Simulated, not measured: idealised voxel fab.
process module | voxel spacer lines
cross-section cut | 210 nm wide | cells 5 nm
A cross-section is a grid of square cells, given in bands from the top down. A band is one or more rows of cells.
Each band's line starts with the height of the band's top and of its bottom, in nm. Then come its materials from left to right, each with its width in nm. One material with "throughout" fills the band from edge to edge. "air" is empty space.
Height 0 is the level under which the wafer as received is all one material. The lowest band goes on downwards, as in "0 down".
A width such as "30 to 40" changes by the same amount from each row of cells to the next, from the band's top row to its bottom row.
"no change" after a step means that no cell of the cross-section changed.
closed voids: empty space of 8 cells or more with no open way to the top, each as width x height at its distance from the left edge, in nm
after a step's settings: what the simulator itself notes on the step
overlay nm, on a step with a mask: how far to the right of its planned place the mask lay; to the left if negative
plan
1 op RECEIVE | material Si
2 op CONFORMAL_DEP | material Al2O3 | thk nm 10
3 op DIRECTIONAL_DEP | material W | thk nm 10
4 op DIRECTIONAL_DEP | material aC | thk nm 20
5 op PATTERN | tone cover | mask id MANDREL | material resist | width nm 15 | pitch nm 50 | thk nm 25 | overlay nm 0
6 op DIRECTIONAL_ETCH | etch materials aC | depth nm 20
7 op STRIP | etch materials resist
8 op CONFORMAL_DEP | material SiO2 | thk nm 10
9 op DIRECTIONAL_ETCH | etch materials SiO2 | depth nm 10
10 op STRIP | etch materials aC
11 op DIRECTIONAL_ETCH | etch materials W | depth nm 10
12 op STRIP | etch materials SiO2
first wafer, as planned
as received, after step 1
  0 down: Si throughout
  closed voids: none
after step 2
  10 to 0: Al2O3 throughout
  below 0: unchanged
after step 3
  20 to 10: W throughout
  below 10: unchanged
after step 4
  40 to 20: aC throughout
  below 20: unchanged
after step 5
  65 to 40: air 70 | resist 15 | air 35 | resist 15 | air 75
  below 40: unchanged
after step 6
  45 to 40: air 70 | resist 15 | air 35 | resist 15 | air 75
  40 to 20: air 70 | aC 15 | air 35 | aC 15 | air 75
  below 20: unchanged
after step 7
  40 to 20: air 70 | aC 15 | air 35 | aC 15 | air 75
  below 20: unchanged
after step 8
  50 to 40: air 60 | SiO2 35 | air 15 | SiO2 35 | air 65
  40 to 30: air 60 | SiO2 10 | aC 15 | SiO2 10 | air 15 | SiO2 10 | aC 15 | SiO2 10 | air 65
  30 to 20: SiO2 70 | aC 15 | SiO2 35 | aC 15 | SiO2 75
  below 20: unchanged
after step 9
  40 to 20: air 60 | SiO2 10 | aC 15 | SiO2 10 | air 15 | SiO2 10 | aC 15 | SiO2 10 | air 65
  below 20: unchanged
after step 10
  40 to 20: air 60 | SiO2 10 | air 15 | SiO2 10 | air 15 | SiO2 10 | air 15 | SiO2 10 | air 65
  below 20: unchanged
after step 11
  40 to 20: air 60 | SiO2 10 | air 15 | SiO2 10 | air 15 | SiO2 10 | air 15 | SiO2 10 | air 65
  20 to 10: air 60 | W 10 | air 15 | W 10 | air 15 | W 10 | air 15 | W 10 | air 65
  below 10: unchanged
after step 12
  20 to 10: air 60 | W 10 | air 15 | W 10 | air 15 | W 10 | air 15 | W 10 | air 65
  below 10: unchanged
second wafer: like start, like plan, one mistake. Through step 9 it matches the first wafer
when step 10 should have ended
  40 to 20: air 60 | SiO2 10 | air 15 | SiO2 10 | air 15 | SiO2 10 | air 15 | SiO2 10 | air 65
  below 20: unchanged
when step 11 should have ended
  40 to 20: air 60 | SiO2 10 | air 15 | SiO2 10 | air 15 | SiO2 10 | air 15 | SiO2 10 | air 65
  20 to 10: air 60 | W 10 | air 15 | W 10 | air 15 | W 10 | air 15 | W 10 | air 65
  below 10: unchanged
when step 12 should have ended
  20 to 10: air 60 | W 10 | air 15 | W 10 | air 15 | W 10 | air 15 | W 10 | air 65
  below 10: unchanged
what went wrong: step 10 was run twice
at the end the two cross-sections are the same: no effect in what this model computes
